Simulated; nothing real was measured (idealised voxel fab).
process module | voxel self aligned vias
Square cell edge 5 nm, section width 250 nm, ID cut.
Think of the cross-section as a grid of square cells. We describe it in bands, top to bottom, and each band covers one or more rows of those cells. Band: top height; bottom height; in nm. Then, left to right: material with width in nm, for each material. "all across": a single material spanning edge to edge. "empty": empty space. Convention: height 0 is the level below which the wafer, as received, is all one material. The lowest band does not terminate at the bottom but continues downward, represented as "0 nm and below". It should be noted that a width expressed as "30..40" varies in equal increments from row to row of cells within the band, taking the value of the first number at the top row and that of the second number at the bottom row. What does "all unchanged" mean for a step? It means no cell of the cross-section changed in that step. Basically, "Cavities, closed" tells you about the enclosed voids: empty spaces with no open way to the top, 8 cells or bigger, each written width x height at distance, where distance is from the left edge, all in nm. Step line, after settings: the simulator's comment on this step. overlay nm: right-of-plan distance of the mask on a masked step; negative values mean left-of-plan.
[These are the steps we planned for the process]
1,RECEIVE with material Si
2,CONFORMAL_DEP with material SiO2, thk nm 15
3,CONFORMAL_DEP with material SiCN, thk nm 5
4,DIRECTIONAL_DEP with material SiO2, thk nm 25
5,MASKED_ETCH with tone open, mask id LINES, width nm 25, pitch nm 65, etch materials SiO2, depth nm 25, overlay nm 0
6,CONFORMAL_DEP with material TiN, thk nm 5
7,FILL_DEP with material W, thk nm 5
8,CMP with height nm 45
9,SELECTIVE_ETCH with etch materials W Ru TiN, depth nm 10
10,FILL_DEP with material SiN, thk nm 10
11,CMP with height nm 45
12,DIRECTIONAL_DEP with material SiO2, thk nm 20
13,MASKED_ETCH with tone open, mask id VIAS, width nm 35, pitch nm 65, etch materials SiO2, depth nm 20, overlay nm 0
14,MASKED_ETCH with tone open, mask id VIAS, width nm 35, pitch nm 65, etch materials SiN, depth nm 10, overlay nm 0
15,CONFORMAL_DEP with material TiN, thk nm 5
16,FILL_DEP with material W, thk nm 10
17,CMP with height nm 65
18,CONFORMAL_DEP with material SiN, thk nm 5
[Incoming wafer, cross-sectional view, post step 1]
* 0 nm and below = Si all across
* Cavities, closed: none
[What the wafer looks like in cross-section after this module, when it starts as shown above and follows the plan above but one mistake is made in running it]
* 70 nm to 65 nm = SiN all across
* 65 nm to 50 nm = SiO2 75 nm | TiN 5 nm | W 25 nm | TiN 5 nm | SiO2 30 nm | TiN 5 nm | W 25 nm | TiN 5 nm | SiO2 75 nm
* 50 nm to 40 nm = SiO2 75..85 nm | TiN 15..5 nm | W 5 nm | TiN 15..5 nm | SiO2 30..50 nm | TiN 15..5 nm | W 5 nm | TiN 15..5 nm | SiO2 75..85 nm
* 40 nm to 35 nm = SiO2 85 nm | TiN 15 nm | SiO2 50 nm | TiN 15 nm | SiO2 85 nm
* 35 nm to 25 nm = SiO2 85 nm | TiN 5 nm | W 5 nm | TiN 5 nm | SiO2 50 nm | TiN 5 nm | W 5 nm | TiN 5 nm | SiO2 85 nm
* 25 nm to 20 nm = SiO2 85 nm | TiN 15 nm | SiO2 50 nm | TiN 15 nm | SiO2 85 nm
* 20 nm to 15 nm = SiCN all across
* 15 nm to 0 nm = SiO2 all across
* 0 nm and below = Si all across
* Cavities, closed: none
Error vs. plan: step 5 ran as: MASKED_ETCH with tone open, mask id LINES, width nm 15, pitch nm 65, etch materials SiO2, depth nm 25, overlay nm 0
